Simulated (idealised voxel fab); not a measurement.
You're looking at the process module voxel self aligned vias.
This is section cut - it's 280 nm across, gridded in 5 nm square cells.
Notation: cross-section as square-cell grid; stated in bands, top first, going down; one or more cell rows per band. Basically the band line says how high the top is and how high the bottom is, in nm, and then what's in it from left to right, every material with its width in nm. Empty space shows up as "air", and if a single material carries "all across" it runs the full band edge to edge. Heights are expressed relative to 0, this being the level below which the as-received wafer comprises one material exclusively. The lowest band is unbounded in the downward direction and is denoted as in "0 and below". Width spec "30->40" -> top row of cells at first value, bottom row at second value, equal per-row change in between. "nothing was modified" after a step means that no cell of the cross-section changed. "Voids, enclosed": empty spaces of 8 cells or more with no open way to the top, each given as width x height at distance, distance from the left edge, all in nm. Anything after a step's settings on that line? It's the simulator's own note about the step. Steps that use a mask can have "overlay nm" on their line. It says how far the mask sat to the right of where it was meant to be. Negative means to the left.
List of planned process steps
1,RECEIVE (material Si)
2,CONFORMAL_DEP (material SiO2; thk nm 10)
3,CONFORMAL_DEP (material SiCN; thk nm 5)
4,DIRECTIONAL_DEP (material SiO2; thk nm 30)
5,MASKED_ETCH (tone open; mask id LINES; width nm 30; pitch nm 70; etch materials SiO2; depth nm 30; overlay nm 0)
6,CONFORMAL_DEP (material TiN; thk nm 5)
7,FILL_DEP (material Ru; thk nm 10)
8,CMP (height nm 45)
9,SELECTIVE_ETCH (etch materials W Ru TiN; depth nm 5)
10,FILL_DEP (material SiN; thk nm 5)
11,CMP (height nm 45)
12,DIRECTIONAL_DEP (material SiO2; thk nm 20)
13,MASKED_ETCH (tone open; mask id VIAS; width nm 50; etch materials SiO2; depth nm 20; overlay nm 0)
14,MASKED_ETCH (tone open; mask id VIAS; width nm 50; etch materials SiN; depth nm 5; overlay nm 0)
15,CONFORMAL_DEP (material TiN; thk nm 5)
16,FILL_DEP (material W; thk nm 10)
17,CMP (height nm 65)
18,CONFORMAL_DEP (material SiCN; thk nm 5)
As received (post step 1): cross-section
  0 and below: Si all across
  Voids, enclosed: none
Cross-section, end of module. Start: as above. Plan: as above. Execution: one mistake
  70 down to 65: SiCN all across
  65 down to 50: SiO2=80 | TiN=5 | W=40 | TiN=5 | SiO2=150
  50 down to 45: SiO2=80 | TiN=15 | W=20 | TiN=15 | SiO2=150
  45 down to 40: SiO2=90 | TiN=30 | SiO2=40 | SiN=30 | SiO2=90
  40 down to 20: SiO2=90 | TiN=5 | Ru=20 | TiN=5 | SiO2=40 | TiN=5 | Ru=20 | TiN=5 | SiO2=90
  20 down to 15: SiO2=90 | TiN=30 | SiO2=40 | TiN=30 | SiO2=90
  15 down to 5: SiO2 all across
  5 down to 0: SiCN all across
  0 and below: Si all across
  Voids, enclosed: none
Nonconformance to the process plan: ran 2 and 3 in swapped order versus the plan
